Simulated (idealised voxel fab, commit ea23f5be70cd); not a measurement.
The name of this process module is voxel released beams.
We display cut, a cross-section 285 nm in width whose square cells are each 5 nm.
Just so we're on the same page, the cross-sections are grids of square cells, and they're listed out in bands top to bottom, each band one or more rows deep.
For a band, the entry starts with two heights in nm, that of the top and then that of the bottom, and carries on with the band's materials in order from left to right, each alongside its width in nm; the word "all across" beside a single material means it fills the band edge to edge, and "empty" means empty space.
The level at which height equals 0 is the one under which the wafer, as it arrives, is entirely one material. No lower edge exists for the bottom band, which continues downward and is notated as in "0 -> down".
With a width like "30->40", each row of cells in the band differs from the next by the same amount, the top row carrying the first number and the bottom row the second.
"stayed the same" for a step: no cell of the cross-section changed in that step.
The entry titled "Closed void table" provides the empty spaces that have no open way to the top, restricted to those of 8 cells or more. Each is presented as width x height at distance, the distance being measured from the left edge, with all three in nm.
Where a step's line continues beyond its settings, the continuation is a remark by the simulator itself on that step.
"overlay nm" answers the question of how far to the right of plan the mask lay on a step that has a mask, and when it is negative the answer is to the left.
Planned step list for the process:
1. RECEIVE, material Si
2. CONFORMAL_DEP, material SiN, thk nm 5
3. DIRECTIONAL_DEP, material SiO2, thk nm 10
4. PATTERN, tone open, mask id ANCHOR, material resist, width nm 35, thk nm 15, overlay nm 0
5. DIRECTIONAL_ETCH, etch materials SiO2, depth nm 10
6. STRIP, etch materials resist
7. CONFORMAL_DEP, material polySi, thk nm 15
8. DIRECTIONAL_DEP, material aC, thk nm 10
9. PATTERN, tone cover, mask id BEAM, material resist, width nm 115, thk nm 25, overlay nm 0
10. DIRECTIONAL_ETCH, etch materials aC, depth nm 10
11. STRIP, etch materials resist
12. DIRECTIONAL_ETCH, etch materials polySi, depth nm 15
13. STRIP, etch materials aC
14. STRIP, etch materials SiO2
Step 1 complete: cross-section of the wafer as received:
* 0 -> down: Si all across
* Closed void table: none
Final cross-section, module run with one mistake (start and plan as above):
* 30 -> 15: 80 of empty | 115 of polySi | 90 of empty
* 15 -> 10: SiN all across
* 10 -> 0: SiO2 all across
* 0 -> down: Si all across
* Closed void table: none
Deviation noted in wafer processing: the run placed steps 2 and 3 each in the position the plan gave to the other
